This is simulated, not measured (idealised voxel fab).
process module | voxel trench capacitor
The cross-section shown here is cut; it is 185 nm wide and divided into square cells measuring 5 nm on a side.
How to read a cross-section here: the picture is a grid of square cells, written as bands going from the top down, and any band can span one or more rows of cells.
Heads up on the band format: heights come first, top then bottom, in nm. After that it's the materials left to right, each with its width in nm. A single material flagged "everywhere" fills the whole band edge to edge, and "empty" means there's empty space there.
Height is counted from the level 0, under which the received wafer is composed throughout of one material. The lowest of the bands is not closed at the bottom but continues downward, in the notation "0 -> down".
Width: "30->40" (first number = top row, second number = bottom row, same change from row to row of cells).
The cross-section has no changed cell in any step marked "all unchanged".
The label "Non-vented voids" introduces a list of the empty spaces, 8 cells or larger, that have no open way up to the top; each entry in it reads width x height at distance, where the distance is taken from the left edge and all three are stated in nm.
On a step's line, text after the settings is the simulator commenting on that step.
The "overlay nm" setting may appear on a step's line; for a step that uses a mask, it gives how far to the right of its planned position the mask lay, and a negative value indicates the left.
# These are the steps we planned for the process
1,RECEIVE,material Si
2,CONFORMAL_DEP,material SiN,thk nm 10
3,DIRECTIONAL_DEP,material aC,thk nm 15
4,PATTERN,tone open,mask id TRENCH,material resist,width nm 25,pitch nm 50,thk nm 30,overlay nm 0
5,DIRECTIONAL_ETCH,etch materials aC,depth nm 15
6,STRIP,etch materials resist
7,DIRECTIONAL_ETCH,etch materials SiN,depth nm 10
8,DIRECTIONAL_ETCH,etch materials Si,depth nm 35
9,STRIP,etch materials aC
10,CONFORMAL_DEP,material Al2O3,thk nm 5
11,CONFORMAL_DEP,material TiN,thk nm 5
12,FILL_DEP,material W,thk nm 10
13,CMP,height nm 10
# Cross-section: wafer on arrival = after step 1
	0 -> down | Si everywhere
	Non-vented voids: none
# Starting wafer: above. Plan: above. Run: one mistake. Cross-section after the module: below
	10 -> 0 | 55 SiN | 10 TiN | 5 W | 10 TiN | 25 SiN | 10 TiN | 5 W | 10 TiN | 55 SiN
	0 -> -25 | 55 Si | 10 TiN | 5 W | 10 TiN | 25 Si | 10 TiN | 5 W | 10 TiN | 55 Si
	-25 -> -35 | 55 Si | 25 TiN | 25 Si | 25 TiN | 55 Si
	-35 -> down | Si everywhere
	Non-vented voids: none
So what did we get wrong on this run? heads up, step 10 didn't go per plan, it actually ran as CONFORMAL_DEP,material TiN,thk nm 5
